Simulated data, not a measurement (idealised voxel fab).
The following is a process module called voxel self aligned vias.
cross-section cut | 265 nm wide | cells 5 nm
The cross-sections in this document take the form of a grid made of square cells. They are written out as bands, in order from top to bottom. Each band consists of one or more rows of cells.
A band entry consists of two parts. The first gives the height of the band's top and the height of its bottom, in nm. The rest lists the band's materials from left to right, each with its width in nm. A single material labelled with the word "all across" fills the band from edge to edge, and the word "blank" marks empty space.
Height reference: 0 = level under which incoming wafer is all one material. Lowest band: no bottom, runs on downward, e.g. "from 0 down".
Quick explanation for "30->40": the width changes in equal steps down the rows of cells, from the first number in the band's top row to the second number in its bottom row.
When a step is marked "nothing was modified", none of the cells in the cross-section changed during that step.
Each empty space that has no open way to the top and spans at least 8 cells appears under "Closed cavities" as width x height at distance, the distance counted from the left edge, all in nm.
Whatever follows a step's settings on its line is a remark the simulator itself makes about that step.
overlay nm: for a step with a mask, the amount by which the mask lay right of where it was planned; a negative amount means left of it.
The following list gives the planned process steps
1 RECEIVE (material Si)
2 CONFORMAL_DEP (material SiO2; thk nm 15)
3 CONFORMAL_DEP (material SiCN; thk nm 5)
4 DIRECTIONAL_DEP (material lowk; thk nm 25)
5 DIRECTIONAL_DEP (material aC; thk nm 15)
6 PATTERN (tone open; mask id LINES; material resist; width nm 20; pitch nm 60; thk nm 35; overlay nm 0)
7 DIRECTIONAL_ETCH (etch materials aC; depth nm 15)
8 STRIP (etch materials resist)
9 DIRECTIONAL_ETCH (etch materials lowk; depth nm 25)
10 STRIP (etch materials aC)
11 CONFORMAL_DEP (material TiN; thk nm 5)
12 FILL_DEP (material W; thk nm 5)
13 CMP (height nm 45)
14 SELECTIVE_ETCH (etch materials W Ru TiN; depth nm 10)
15 FILL_DEP (material SiN; thk nm 10)
16 CMP (height nm 45)
17 DIRECTIONAL_DEP (material lowk; thk nm 15)
18 DIRECTIONAL_DEP (material aC; thk nm 15)
19 PATTERN (tone open; mask id VIAS; material resist; width nm 30; pitch nm 60; thk nm 35; overlay nm 0)
20 DIRECTIONAL_ETCH (etch materials aC; depth nm 15)
21 STRIP (etch materials resist)
22 DIRECTIONAL_ETCH (etch materials lowk; depth nm 15)
23 DIRECTIONAL_ETCH (etch materials SiN; depth nm 10)
24 STRIP (etch materials aC)
25 CONFORMAL_DEP (material TiN; thk nm 5)
26 FILL_DEP (material W; thk nm 10)
27 CMP (height nm 60)
28 CONFORMAL_DEP (material SiN; thk nm 5)
Received-state cross-section, reflecting completion of step 1
  from 0 down = Si all across
  Closed cavities: none
Final cross-section, module run with one mistake (start and plan as above)
  from 65 to 60 = SiN all across
  from 60 to 45 = lowk=55  TiN=5  W=20  TiN=5  lowk=30  TiN=5  W=20  TiN=5  lowk=30  TiN=5  W=20  TiN=5  lowk=60
  from 45 to 40 = SiN=55  TiN=10  W=10  TiN=10  SiN=30  TiN=10  W=10  TiN=10  SiN=30  TiN=10  W=10  TiN=10  SiN=60
  from 40 to 35 = lowk=60  TiN=20  lowk=40  TiN=20  lowk=40  TiN=20  lowk=65
  from 35 to 20 = lowk=60  TiN=5  W=10  TiN=5  lowk=40  TiN=5  W=10  TiN=5  lowk=40  TiN=5  W=10  TiN=5  lowk=65
  from 20 to 15 = lowk=60  TiN=20  lowk=40  TiN=20  lowk=40  TiN=20  lowk=65
  from 15 to 0 = SiO2 all across
  from 0 down = Si all across
  Closed cavities: none
What was done differently from what was planned? heads up, step 3 of the plan was skipped and never actually ran
